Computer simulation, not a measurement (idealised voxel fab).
Process module, titled voxel local oxidation
Displayed cross-section: cut, width of 155 nm, square cells sized 5 nm.
In what follows, cross-sections appear as grids of square cells, described through bands that run from the top down, where every band is one or more rows of cells. Read a band's entry like this: the first values are the height of its top and the height of its bottom in nm, and what follows is the sequence of materials from left to right, each with its width in nm. Note that "air" is empty space, and that a single material marked "all across" reaches across the band from edge to edge. The level at which height equals 0 is the one under which the wafer, as it arrives, is entirely one material. No lower edge exists for the bottom band, which continues downward and is notated as in "z 0 and below". The expression "30->40" gives the width at the extremes of the band, the first number at its top row of cells and the second at its bottom row, with the width changing by equal amounts from each row to the next in between. What does "nothing different" mean for a step? It means no cell of the cross-section changed in that step. Closed-off voids of 8+ cells (no open route to the top) go in "Completely sealed voids", written width x height at distance from the left edge, in nm. What comes after the settings on a step's line is commentary from the simulator itself on that step. overlay nm: for a step with a mask, the amount by which the mask lay right of where it was planned; a negative amount means left of it.
LIST OF PLANNED PROCESS STEPS
1: RECEIVE, material Si
2: CONFORMAL_DEP, material SiO2, thk nm 5
3: CONFORMAL_DEP, material SiN, thk nm 10
4: DIRECTIONAL_DEP, material aC, thk nm 15
5: PATTERN, tone cover, mask id ACTIVE, material resist, width nm 125, thk nm 30, overlay nm 0
6: DIRECTIONAL_ETCH, etch materials aC, depth nm 15
7: STRIP, etch materials resist
8: DIRECTIONAL_ETCH, etch materials SiN, depth nm 10
9: STRIP, etch materials aC
10: SELECTIVE_ETCH, etch materials SiO2, depth nm 5
11: OXIDIZE, depth nm 10
12: STRIP, etch materials SiN
STEP 1 COMPLETE: CROSS-SECTION OF THE WAFER AS RECEIVED
    z 0 and below = Si all across
    Completely sealed voids: none
FIGURE: CROSS-SECTIONAL VIEW OF THE WAFER UPON COMPLETION OF THE MODULE, PROCESSED FROM THE INITIAL STATE AND ACCORDING TO THE PLAN DEPICTED ABOVE, WITH ONE ERROR INTRODUCED DURING EXECUTION
    z 5 to 0 = SiO2 (10); air (135); SiO2 (10)
    z 0 to -10 = SiO2 all across
    z -10 and below = Si all across
    Completely sealed voids: none
What was done differently from what was planned? note that step 5 departed from the planned setting and was carried out as PATTERN, tone open, mask id ACTIVE, material resist, width nm 125, thk nm 30, overlay nm 0
